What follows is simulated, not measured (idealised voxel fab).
Documented hereafter: the process module known as voxel lift off.
Square cells of 5 nm make up the cross-section cut, whose width is 290 nm.
A cross-section is a grid of square cells, given in bands from the top down. A band is one or more rows of cells. Top, bottom (nm), then materials left to right with widths (nm); lone material tagged "throughout" fills the whole band edge to edge; "blank" = empty space. Note: height 0 marks the level under which the wafer is uniformly one material as received. Lowest band unbounded below, written "from 0 down". A width given as "30 to 40" starts at the first number in the band's top row and ends at the second number in its bottom row, shifting by an equal amount at every step from row to row. When a step is marked "same as before", none of the cells in the cross-section changed during that step. Heads up: "Closed void list" only lists the empty pockets with no open path to the top that are 8 cells or more, and it writes them as width x height at distance, distance from the left edge, in nm. If you see something after the settings on a step's line, that's the simulator's own remark about that step. A step line may carry the setting "overlay nm", which, for steps involving a mask, states the distance by which the mask lay to the right of its intended position; negative values denote displacement to the left.

Plan
1. RECEIVE with material Si
2. CONFORMAL_DEP with material SiN, thk nm 15
3. PATTERN with tone open, mask id LINES, material resist, width nm 15, pitch nm 35, thk nm 15, overlay nm 0
4. DIRECTIONAL_DEP with material Ru, thk nm 5
5. STRIP with etch materials resist
6. CONFORMAL_DEP with material SiCN, thk nm 10

Cross-section of the wafer as it came to us, i.e., already through step 1
  from 0 down  Si throughout
  Closed void list: none

Cross-sectional image of the first of two wafers at the end of the module, the run having proceeded as planned
  from 30 to 25  blank=75, then SiCN=140, then blank=75
  from 25 to 20  SiCN throughout
  from 20 to 15  SiCN=85, then Ru=15, then SiCN=20, then Ru=15, then SiCN=20, then Ru=15, then SiCN=20, then Ru=15, then SiCN=85
  from 15 to 0  SiN throughout
  from 0 down  Si throughout
  Closed void list: none

Cross-sectional image of the second wafer of the two following completion of the module. Starting state and process plan were the same as for the first wafer; one execution error occurred
  from 30 to 25  blank=75, then SiCN=145, then blank=70
  from 25 to 20  SiCN throughout
  from 20 to 15  SiCN=85, then Ru=20, then SiCN=15, then Ru=20, then SiCN=15, then Ru=20, then SiCN=15, then Ru=20, then SiCN=80
  from 15 to 0  SiN throughout
  from 0 down  Si throughout
  Closed void list: none
Processing error: step 3 was run on a setting that differed from the plan, and what really ran there is PATTERN with tone open, mask id LINES, material resist, width nm 20, pitch nm 35, thk nm 15, overlay nm 0
Final wafer comparison in cells, second versus first, more or fewer per material: +4 Ru; -3 SiCN
